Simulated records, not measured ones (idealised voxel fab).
Process module in this document: voxel transistor to metal
Displayed cross-section: cut, width of 165 nm, square cells sized 5 nm.
Format of a cross-section: grid, square cells. Given as bands. Order: top down. Band: one or more rows of cells. Heights first: top, then bottom, in nm. Then materials, left to right, each with a width in nm. "edge to edge" on a single material: fills the band edge to edge. "empty": empty space. For the purposes of this specification, 0 denotes the height below which the wafer in its as-received condition is composed wholly of one material, and the lowermost band, lacking a lower limit, extends downward without end, as expressed in "0 -> down". Per-row width for "30 to 40": begins at first number (top row of band), ends at second number (bottom row), increment between rows held constant. Step marked "no change occurred"? Then no cell in the cross-section changed in it. Reported under the label "Closed empty spaces" are the empty spaces having no open way to the top and comprising 8 cells or more; the notation for each is width x height at distance, in which the distance is measured from the left edge and all three values are in nm. What comes after the settings on a step's line is commentary from the simulator itself on that step. Steps that use a mask can have "overlay nm" on their line. It says how far the mask sat to the right of where it was meant to be. Negative means to the left.
THIS SECTION LISTS THE PROCESS STEPS THAT WERE PLANNED
1 RECEIVE | material Si
2 CONFORMAL_DEP | material SiO2 | thk nm 5
3 CONFORMAL_DEP | material SiN | thk nm 15
4 MASKED_ETCH | tone cover | mask id ACTIVE | width nm 105 | etch materials SiN | depth nm 15 | overlay nm 0
5 MASKED_ETCH | tone cover | mask id ACTIVE | width nm 105 | etch materials SiO2 | depth nm 5 | overlay nm 0
6 MASKED_ETCH | tone cover | mask id ACTIVE | width nm 105 | etch materials Si | depth nm 25 | overlay nm 0
7 FILL_DEP | material SiO2 | thk nm 15
8 CMP | height nm 20
9 SELECTIVE_ETCH | etch materials SiO2 | depth nm 10
10 STRIP | etch materials SiN
11 SELECTIVE_ETCH | etch materials SiO2 | depth nm 5
12 OXIDIZE | depth nm 5
13 DIRECTIONAL_DEP | material polySi | thk nm 20
14 DIRECTIONAL_DEP | material SiCN | thk nm 15
15 DIRECTIONAL_DEP | material aC | thk nm 10
16 PATTERN | tone cover | mask id GATE | material resist | width nm 35 | thk nm 25 | overlay nm 0
17 DIRECTIONAL_ETCH | etch materials aC | depth nm 10
18 STRIP | etch materials resist
19 DIRECTIONAL_ETCH | etch materials SiCN | depth nm 25
20 DIRECTIONAL_ETCH | etch materials polySi | depth nm 30
21 STRIP | etch materials aC
22 CONFORMAL_DEP | material SiO2 | thk nm 5
23 DIRECTIONAL_ETCH | etch materials SiO2 | depth nm 5
24 CONFORMAL_DEP | material SiN | thk nm 10
25 DIRECTIONAL_ETCH | etch materials SiN | depth nm 10
26 DIRECTIONAL_ETCH | etch materials SiO2 | depth nm 5
27 DIRECTIONAL_ETCH | etch materials Si | depth nm 5
28 EPI | material nSi | thk nm 10
29 FILL_DEP | material SiO2 | thk nm 10
30 CMP | height nm 20
31 STRIP | etch materials polySi
32 SELECTIVE_ETCH | etch materials SiO2 | depth nm 5
33 CONFORMAL_DEP | material HfO2 | thk nm 5
34 CONFORMAL_DEP | material TiN | thk nm 5
35 FILL_DEP | material W | thk nm 10
36 CMP | height nm 15
37 DIRECTIONAL_DEP | material SiO2 | thk nm 10
38 MASKED_ETCH | tone open | mask id CONTACT | width nm 15 | pitch nm 80 | etch materials SiO2 | depth nm 20 | overlay nm 0
39 CONFORMAL_DEP | material TiN | thk nm 5
40 FILL_DEP | material W | thk nm 5
41 CMP | height nm 25
42 CONFORMAL_DEP | material SiCN | thk nm 5
43 DIRECTIONAL_DEP | material SiO2 | thk nm 20
44 DIRECTIONAL_DEP | material aC | thk nm 10
45 PATTERN | tone open | mask id METAL_1 | material resist | width nm 15 | pitch nm 80 | thk nm 25 | overlay nm 0
46 DIRECTIONAL_ETCH | etch materials aC | depth nm 10
47 STRIP | etch materials resist
48 DIRECTIONAL_ETCH | etch materials SiO2 | depth nm 20
49 DIRECTIONAL_ETCH | etch materials SiCN | depth nm 5
50 STRIP | etch materials aC
51 CONFORMAL_DEP | material TiN | thk nm 5
52 FILL_DEP | material Cu | thk nm 10
53 CMP | height nm 50
54 CONFORMAL_DEP | material SiCN | thk nm 5
55 DIRECTIONAL_DEP | material lowk | thk nm 25
56 MASKED_ETCH | tone open | mask id METAL_2 | width nm 15 | pitch nm 80 | etch materials lowk | depth nm 15 | overlay nm 0
57 MASKED_ETCH | tone open | mask id METAL_2_HOLES | width nm 15 | pitch nm 80 | etch materials lowk | depth nm 10 | overlay nm 0
58 MASKED_ETCH | tone open | mask id METAL_2_HOLES | width nm 15 | pitch nm 80 | etch materials SiCN | depth nm 5 | overlay nm 0
59 CONFORMAL_DEP | material TiN | thk nm 5
60 FILL_DEP | material Ru | thk nm 5
61 CMP | height nm 80
62 CONFORMAL_DEP | material SiCN | thk nm 5
CROSS-SECTION OF THE WAFER AS IT CAME TO US, I.E., ALREADY THROUGH STEP 1
  0 -> down = Si edge to edge
  Closed empty spaces: none
THE PLAN ABOVE WAS CARRIED OUT ON THE STARTING STRUCTURE ABOVE WITH ONE MISTAKE, AND THIS CROSS-SECTION SHOWS THE WAFER AT THE END OF THE MODULE
  85 -> 80 = SiCN edge to edge
  80 -> 60 = 35 lowk, 5 TiN, 5 Ru, 5 TiN, 65 lowk, 5 TiN, 5 Ru, 5 TiN, 35 lowk
  60 -> 55 = 35 lowk, 15 TiN, 65 lowk, 15 TiN, 35 lowk
  55 -> 50 = HfO2 edge to edge
  50 -> 30 = 35 SiO2, 5 TiN, 5 Cu, 5 TiN, 65 SiO2, 5 TiN, 5 Cu, 5 TiN, 35 SiO2
  30 -> 25 = 35 SiCN, 15 TiN, 65 SiCN, 15 TiN, 35 SiCN
  25 -> 15 = 35 SiO2, 5 TiN, 5 W, 5 TiN, 65 SiO2, 5 TiN, 5 W, 5 TiN, 35 SiO2
  15 -> 10 = 35 SiO2, 5 TiN, 5 W, 5 TiN, 10 SiN, 5 HfO2, 5 TiN, 25 W, 5 TiN, 5 HfO2, 10 SiN, 5 TiN, 5 W, 5 TiN, 35 SiO2
  10 -> 5 = 35 SiO2, 15 TiN, 10 SiN, 5 HfO2, 5 TiN, 25 W, 5 TiN, 5 HfO2, 10 SiN, 15 TiN, 35 SiO2
  5 -> 0 = 30 SiO2, 10 SiN, 10 nSi, 10 SiN, 5 HfO2, 35 TiN, 5 HfO2, 10 SiN, 10 nSi, 10 SiN, 30 SiO2
  0 -> -5 = 40 SiO2, 10 nSi, 10 SiO2, 45 HfO2, 10 SiO2, 10 nSi, 40 SiO2
  -5 -> -10 = 30 SiO2, 10 Si, 10 nSi, 65 Si, 10 nSi, 10 Si, 30 SiO2
  -10 -> -25 = 30 SiO2, 105 Si, 30 SiO2
  -25 -> down = Si edge to edge
  Closed empty spaces: none
Error vs. plan: step 54 went in with a setting other than planned; the actual run was CONFORMAL_DEP | material HfO2 | thk nm 5
